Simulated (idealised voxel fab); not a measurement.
Process module, titled voxel released beams
The figure presents cross-section cut, which has a width of 290 nm and is divided into square cells with an edge length of 5 nm.
This document writes a cross-section as a grid whose cells are square, and gives it as bands, listed from the top down; one or more rows of cells form a band. In this notation a band is specified by the heights of its top and bottom, in that order and in nm, after which its materials appear from left to right, each paired with its width in nm. The word "full width" attached to a single material means that material fills the band from edge to edge; the word "air" stands for empty space. Height is counted from the level 0, under which the received wafer is composed throughout of one material. The lowest of the bands is not closed at the bottom but continues downward, in the notation "0 nm and below". Top row gets the first number, bottom row gets the second, and each row in between changes by the same step: that is how a band width like "30->40" works. "no modification" after a step means that no cell of the cross-section changed. Listed in "Tabulated closed voids": every empty space of 8 or more cells without an open way to the top. Form: width x height at distance, the distance being from the left edge, all in nm. If you see something after the settings on a step's line, that's the simulator's own remark about that step. If you see "overlay nm" on a step's line and that step has a mask, it's telling you how far right of where it was planned the mask ended up; a negative number means it went left instead.
### The planned process steps are enumerated hereunder
- 1: RECEIVE with material Si
- 2: CONFORMAL_DEP with material Al2O3, thk nm 10
- 3: DIRECTIONAL_DEP with material SiO2, thk nm 10
- 4: PATTERN with tone open, mask id ANCHOR, material resist, width nm 25, thk nm 20, overlay nm 0
- 5: DIRECTIONAL_ETCH with etch materials SiO2, depth nm 10
- 6: STRIP with etch materials resist
- 7: CONFORMAL_DEP with material SiN, thk nm 10
- 8: MASKED_ETCH with tone cover, mask id BEAM, width nm 80, etch materials SiN, depth nm 10, overlay nm 0
- 9: STRIP with etch materials SiO2
### First wafer of two (run as planned)
### Delivered wafer in cross-section: state after step 1
  0 nm and below: Si full width
  Tabulated closed voids: none
### Step 2 done - wafer cross-section
  10 nm to 0 nm: Al2O3 full width
  Whatever lies below 0 is exactly as it was before.
### Step 3 done - wafer cross-section
  20 nm to 10 nm: SiO2 full width
  Whatever lies below 10 is exactly as it was before.
### Step 4 done - wafer cross-section
  40 nm to 20 nm: 105 of resist, then 25 of air, then 160 of resist
  Whatever lies below 20 is exactly as it was before.
### Step 5 done - wafer cross-section
  40 nm to 20 nm: 105 of resist, then 25 of air, then 160 of resist
  20 nm to 10 nm: 105 of SiO2, then 25 of air, then 160 of SiO2
  Whatever lies below 10 is exactly as it was before.
### Step 6 done - wafer cross-section
  20 nm to 10 nm: 105 of SiO2, then 25 of air, then 160 of SiO2
  Whatever lies below 10 is exactly as it was before.
### Step 7 done - wafer cross-section
  30 nm to 20 nm: 115 of SiN, then 5 of air, then 170 of SiN
  20 nm to 10 nm: 105 of SiO2, then 25 of SiN, then 160 of SiO2
  Whatever lies below 10 is exactly as it was before.
### Step 8 done - wafer cross-section
  30 nm to 20 nm: 100 of air, then 15 of SiN, then 5 of air, then 60 of SiN, then 110 of air
  Whatever lies below 20 is exactly as it was before.
### Step 9 done - wafer cross-section
  30 nm to 20 nm: 100 of air, then 15 of SiN, then 5 of air, then 60 of SiN, then 110 of air
  20 nm to 10 nm: 105 of air, then 25 of SiN, then 160 of air
  Whatever lies below 10 is exactly as it was before.
### Wafer two of the pair: same origin, same plan, one error during the run; identical to wafer one up to and including step 6
### Cross-section of the second wafer at the time by which step 7 should have been completed according to the plan
  30 nm to 20 nm: 115 of Al2O3, then 5 of air, then 170 of Al2O3
  20 nm to 10 nm: 105 of SiO2, then 25 of Al2O3, then 160 of SiO2
  Whatever lies below 10 is exactly as it was before.
Cross-section of the second wafer at the time by which step 8 should have been completed according to the plan: no modification
Cross-section of the second wafer at the time by which step 9 should have been completed according to the plan: no modification
Want to know what went wrong? step 7 was run on a setting that differed from the plan, and what really ran there is CONFORMAL_DEP with material Al2O3, thk nm 10
Heads up, by the end the second wafer has more or fewer cells of some materials compared to the first: 124 more of Al2O3 | 40 fewer of SiN | 106 more of SiO2
